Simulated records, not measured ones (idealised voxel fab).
Module name: voxel capacitor over wiring (process module)
The figure presents cross-section cut, which has a width of 195 nm and is divided into square cells with an edge length of 5 nm.
Cross-section format: a grid of square cells, given as bands from top to bottom; each band is one or more rows of cells. Top, bottom (nm), then materials left to right with widths (nm); lone material tagged "full width" fills the whole band edge to edge; "blank" = empty space. Heights are measured from 0, the level below which the as-received wafer is all one material; the lowest band has no bottom and continues downward, written as in "0 nm and below". The notation "30 to 40" denotes a width that varies across the rows of cells in the band, beginning at the first number in the top row, finishing at the second number in the bottom row, and changing by an identical amount from each row to the next. For the purposes of this document, the phrase "stayed the same" attached to a step denotes that no cell within the cross-section was modified by that step. "Closed internal cavities" means: voids of 8 cells or more that are shut off from the top with no open way through. Written width x height at distance, distance from the left edge, in nm. Whatever follows a step's settings on its line is a remark the simulator itself makes about that step. Among the settings permitted on a step's line is "overlay nm"; applied to a step with a mask, it specifies the extent to which the mask lay to the right of its planned position, whereas a negative figure signifies a position to the left.
**Process steps - plan**
1) op RECEIVE | material Si
2) op CONFORMAL_DEP | material SiO2 | thk nm 10
3) op CONFORMAL_DEP | material SiCN | thk nm 5
4) op DIRECTIONAL_DEP | material SiO2 | thk nm 20
5) op PATTERN | tone open | mask id METAL_1 | material resist | width nm 30 | pitch nm 100 | thk nm 15 | overlay nm 0
6) op DIRECTIONAL_ETCH | etch materials SiO2 | depth nm 20
7) op DIRECTIONAL_ETCH | etch materials SiCN | depth nm 5
8) op STRIP | etch materials resist
9) op CONFORMAL_DEP | material TiN | thk nm 5
10) op FILL_DEP | material W | thk nm 5
11) op CMP | height nm 35
12) op EPI | material Ru | thk nm 5
13) op FILL_DEP | material SiCN | thk nm 5
14) op DIRECTIONAL_DEP | material lowk | thk nm 15
15) op PATTERN | tone open | mask id PLUG_1 | material resist | width nm 15 | thk nm 15 | overlay nm 0
16) op DIRECTIONAL_ETCH | etch materials lowk | depth nm 15
17) op DIRECTIONAL_ETCH | etch materials SiCN | depth nm 5
18) op STRIP | etch materials resist
19) op EPI | material Ru | thk nm 10
20) op EPI | material Ru | thk nm 10
21) op DIRECTIONAL_DEP | material TiN | thk nm 5
22) op DIRECTIONAL_DEP | material Al2O3 | thk nm 5
23) op DIRECTIONAL_DEP | material TiN | thk nm 10
24) op PATTERN | tone cover | mask id UPPER_PLATE | material resist | width nm 75 | thk nm 20 | overlay nm 0
25) op DIRECTIONAL_ETCH | etch materials TiN | depth nm 10
26) op DIRECTIONAL_ETCH | etch materials Al2O3 | depth nm 5
27) op STRIP | etch materials resist
28) op PATTERN | tone cover | mask id LOWER_PLATE | material resist | width nm 85 | thk nm 15 | overlay nm 0
29) op DIRECTIONAL_ETCH | etch materials TiN | depth nm 5
30) op STRIP | etch materials resist
31) op FILL_DEP | material SiO2 | thk nm 20
32) op CMP | height nm 95
33) op DIRECTIONAL_DEP | material aC | thk nm 15
34) op PATTERN | tone open | mask id PLUG_2 | material resist | width nm 15 | thk nm 30 | overlay nm 0
35) op DIRECTIONAL_ETCH | etch materials aC | depth nm 15
36) op STRIP | etch materials resist
37) op DIRECTIONAL_ETCH | etch materials SiO2 | depth nm 15
38) op STRIP | etch materials aC
39) op CONFORMAL_DEP | material TiN | thk nm 5
40) op FILL_DEP | material Cu | thk nm 10
41) op CMP | height nm 95
42) op CONFORMAL_DEP | material SiCN | thk nm 5
**Delivered wafer in cross-section: state after step 1**
    0 nm and below: Si full width
    Closed internal cavities: none
**The module was run from the start shown above using the plan shown above, but one mistake was made doing it; the resulting wafer cross-section is below**
    100 nm to 95 nm: SiCN full width
    95 nm to 85 nm: SiO2=55, then TiN=5, then Cu=5, then TiN=5, then SiO2=125
    85 nm to 80 nm: SiO2=55, then TiN=15, then SiO2=125
    80 nm to 70 nm: SiO2=45, then TiN=75, then SiO2=75
    70 nm to 65 nm: SiO2=45, then Al2O3=75, then SiO2=75
    65 nm to 60 nm: SiO2=40, then TiN=85, then SiO2=70
    60 nm to 45 nm: lowk=45, then Ru=15, then lowk=135
    45 nm to 40 nm: SiCN=45, then Ru=15, then SiCN=135
    40 nm to 35 nm: Ru full width
    35 nm to 30 nm: W full width
    30 nm to 25 nm: TiN=35, then W=20, then TiN=80, then W=20, then TiN=40
    25 nm to 5 nm: SiO2=30, then TiN=5, then W=20, then TiN=5, then SiO2=70, then TiN=5, then W=20, then TiN=5, then SiO2=35
    5 nm to 0 nm: SiCN=30, then TiN=30, then SiCN=70, then TiN=30, then SiCN=35
    0 nm and below: Si full width
    Closed internal cavities: none
Short version of what went wrong: step 2 of the plan never got run, it was skipped over
